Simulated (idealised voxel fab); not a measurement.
Process module name: voxel released beams
Shown is cross-section cut, with a width of 240 nm and square cells of size 5 nm.
Reading order for cross-sections: top band down to bottom band. Underlying form: a grid of square cells. Band size: one or more rows of cells.
Band: top and bottom heights (nm) first, top before bottom; then materials from left to right, widths in nm. "throughout" marks a sole material filling the band edge to edge. "air" denotes empty space.
Heads up on the height convention: 0 is the point under which the incoming wafer is all one material, and the lowest band has no bottom, it just keeps going down, like "0..down".
Think of "30->40" as a width that walks from the first number to the second as you go down the band, top row to bottom row, taking equal-sized steps from row to row.
The cross-section has no changed cell in any step marked "nothing different".
Each empty space that has no open way to the top and spans at least 8 cells appears under "Trapped cavities" as width x height at distance, the distance counted from the left edge, all in nm.
Text after the settings on a step's line: the simulator's own remark on that step.
overlay nm, on a step with a mask: how far to the right of its planned place the mask lay; to the left if negative

[Intended process steps]
- 1: RECEIVE with material Si
- 2: CONFORMAL_DEP with material SiN, thk nm 5
- 3: DIRECTIONAL_DEP with material SiO2, thk nm 20
- 4: DIRECTIONAL_DEP with material aC, thk nm 10
- 5: PATTERN with tone open, mask id ANCHOR, material resist, width nm 40, thk nm 25, overlay nm 0
- 6: DIRECTIONAL_ETCH with etch materials aC, depth nm 10
- 7: STRIP with etch materials resist
- 8: DIRECTIONAL_ETCH with etch materials SiO2, depth nm 20
- 9: STRIP with etch materials aC
- 10: CONFORMAL_DEP with material polySi, thk nm 15
- 11: DIRECTIONAL_DEP with material aC, thk nm 10
- 12: PATTERN with tone cover, mask id BEAM, material resist, width nm 90, thk nm 30, overlay nm 0
- 13: DIRECTIONAL_ETCH with etch materials aC, depth nm 10
- 14: STRIP with etch materials resist
- 15: DIRECTIONAL_ETCH with etch materials polySi, depth nm 15
- 16: STRIP with etch materials aC
- 17: STRIP with etch materials SiO2

[Of two wafers, the first: run according to plan]

[Cross-section of the incoming wafer, state after step 1]
> 0..down  Si throughout
> Trapped cavities: none

[after step 2]
> 5..0  SiN throughout
> All layers under 0 are left as they were.

[after step 3]
> 25..5  SiO2 throughout
> All layers under 5 are left as they were.

[after step 4]
> 35..25  aC throughout
> All layers under 25 are left as they were.

[after step 5]
> 60..35  resist (75) / air (40) / resist (125)
> All layers under 35 are left as they were.

[after step 6]
> 50..35  resist (75) / air (40) / resist (125)
> 35..25  aC (75) / air (40) / aC (125)
> All layers under 25 are left as they were.

[after step 7]
> 35..25  aC (75) / air (40) / aC (125)
> All layers under 25 are left as they were.

[after step 8]
> 35..25  aC (75) / air (40) / aC (125)
> 25..5  SiO2 (75) / air (40) / SiO2 (125)
> All layers under 5 are left as they were.

[after step 9]
> 25..5  SiO2 (75) / air (40) / SiO2 (125)
> All layers under 5 are left as they were.

[after step 10]
> 40..25  polySi (90) / air (10) / polySi (140)
> 25..20  SiO2 (75) / polySi (15) / air (10) / polySi (15) / SiO2 (125)
> 20..5  SiO2 (75) / polySi (40) / SiO2 (125)
> All layers under 5 are left as they were.

[after step 11]
> 50..40  aC (90) / air (10) / aC (140)
> 40..30  polySi (90) / air (10) / polySi (140)
> 30..25  polySi (90) / aC (10) / polySi (140)
> 25..20  SiO2 (75) / polySi (15) / aC (10) / polySi (15) / SiO2 (125)
> All layers under 20 are left as they were.

[after step 12]
> 80..50  air (70) / resist (90) / air (80)
> 50..40  aC (90) / resist (10) / aC (140)
> 40..30  polySi (90) / resist (10) / polySi (140)
> All layers under 30 are left as they were.

[after step 13]
> 70..50  air (70) / resist (90) / air (80)
> 50..40  air (70) / aC (20) / resist (10) / aC (60) / air (80)
> All layers under 40 are left as they were.

[after step 14]
> 50..40  air (70) / aC (20) / air (10) / aC (60) / air (80)
> 40..30  polySi (90) / air (10) / polySi (140)
> All layers under 30 are left as they were.

[after step 15]
> 50..40  air (70) / aC (20) / air (10) / aC (60) / air (80)
> 40..30  air (70) / polySi (20) / air (10) / polySi (60) / air (80)
> 30..25  air (70) / polySi (20) / aC (10) / polySi (60) / air (80)
> All layers under 25 are left as they were.

[after step 16]
> 40..25  air (70) / polySi (20) / air (10) / polySi (60) / air (80)
> 25..20  SiO2 (75) / polySi (15) / air (10) / polySi (15) / SiO2 (125)
> All layers under 20 are left as they were.

[after step 17]
> 40..25  air (70) / polySi (20) / air (10) / polySi (60) / air (80)
> 25..20  air (75) / polySi (15) / air (10) / polySi (15) / air (125)
> 20..5  air (75) / polySi (40) / air (125)
> All layers under 5 are left as they were.

[Okay, second wafer. Nothing different at the start, nothing different in the plan, just one mistake somewhere in the running. As far as step 1, counting that step, it's the first wafer all over again]

Cross-sectional representation of the second wafer at the time designated in the plan for the completion of step 2: nothing different

[Cross-sectional representation of the second wafer at the time designated in the plan for the completion of step 3]
> 20..0  SiO2 throughout
> All layers under 0 are left as they were.

[Cross-sectional representation of the second wafer at the time designated in the plan for the completion of step 4]
> 30..20  aC throughout
> All layers under 20 are left as they were.

[Cross-sectional representation of the second wafer at the time designated in the plan for the completion of step 5]
> 55..30  resist (75) / air (40) / resist (125)
> All layers under 30 are left as they were.

[Cross-sectional representation of the second wafer at the time designated in the plan for the completion of step 6]
> 45..30  resist (75) / air (40) / resist (125)
> 30..20  aC (75) / air (40) / aC (125)
> All layers under 20 are left as they were.

[Cross-sectional representation of the second wafer at the time designated in the plan for the completion of step 7]
> 30..20  aC (75) / air (40) / aC (125)
> All layers under 20 are left as they were.

[Cross-sectional representation of the second wafer at the time designated in the plan for the completion of step 8]
> 30..20  aC (75) / air (40) / aC (125)
> 20..0  SiO2 (75) / air (40) / SiO2 (125)
> All layers under 0 are left as they were.

[Cross-sectional representation of the second wafer at the time designated in the plan for the completion of step 9]
> 20..0  SiO2 (75) / air (40) / SiO2 (125)
> All layers under 0 are left as they were.

[Cross-sectional representation of the second wafer at the time designated in the plan for the completion of step 10]
> 35..20  polySi (90) / air (10) / polySi (140)
> 20..15  SiO2 (75) / polySi (15) / air (10) / polySi (15) / SiO2 (125)
> 15..0  SiO2 (75) / polySi (40) / SiO2 (125)
> All layers under 0 are left as they were.

[Cross-sectional representation of the second wafer at the time designated in the plan for the completion of step 11]
> 45..35  aC (90) / air (10) / aC (140)
> 35..25  polySi (90) / air (10) / polySi (140)
> 25..20  polySi (90) / aC (10) / polySi (140)
> 20..15  SiO2 (75) / polySi (15) / aC (10) / polySi (15) / SiO2 (125)
> All layers under 15 are left as they were.

[Cross-sectional representation of the second wafer at the time designated in the plan for the completion of step 12]
> 75..45  air (70) / resist (90) / air (80)
> 45..35  aC (90) / resist (10) / aC (140)
> 35..25  polySi (90) / resist (10) / polySi (140)
> All layers under 25 are left as they were.

[Cross-sectional representation of the second wafer at the time designated in the plan for the completion of step 13]
> 65..45  air (70) / resist (90) / air (80)
> 45..35  air (70) / aC (20) / resist (10) / aC (60) / air (80)
> All layers under 35 are left as they were.

[Cross-sectional representation of the second wafer at the time designated in the plan for the completion of step 14]
> 45..35  air (70) / aC (20) / air (10) / aC (60) / air (80)
> 35..25  polySi (90) / air (10) / polySi (140)
> All layers under 25 are left as they were.

[Cross-sectional representation of the second wafer at the time designated in the plan for the completion of step 15]
> 45..35  air (70) / aC (20) / air (10) / aC (60) / air (80)
> 35..25  air (70) / polySi (20) / air (10) / polySi (60) / air (80)
> 25..20  air (70) / polySi (20) / aC (10) / polySi (60) / air (80)
> All layers under 20 are left as they were.

[Cross-sectional representation of the second wafer at the time designated in the plan for the completion of step 16]
> 35..20  air (70) / polySi (20) / air (10) / polySi (60) / air (80)
> 20..15  SiO2 (75) / polySi (15) / air (10) / polySi (15) / SiO2 (125)
> All layers under 15 are left as they were.

[Cross-sectional representation of the second wafer at the time designated in the plan for the completion of step 17]
> 35..20  air (70) / polySi (20) / air (10) / polySi (60) / air (80)
> 20..15  air (75) / polySi (15) / air (10) / polySi (15) / air (125)
> 15..0  air (75) / polySi (40) / air (125)
> All layers under 0 are left as they were.
Run error: step 2 was left out
Looking at both finished wafers in cells, the second ends up ahead of or behind the first on some materials: 48 fewer of SiN
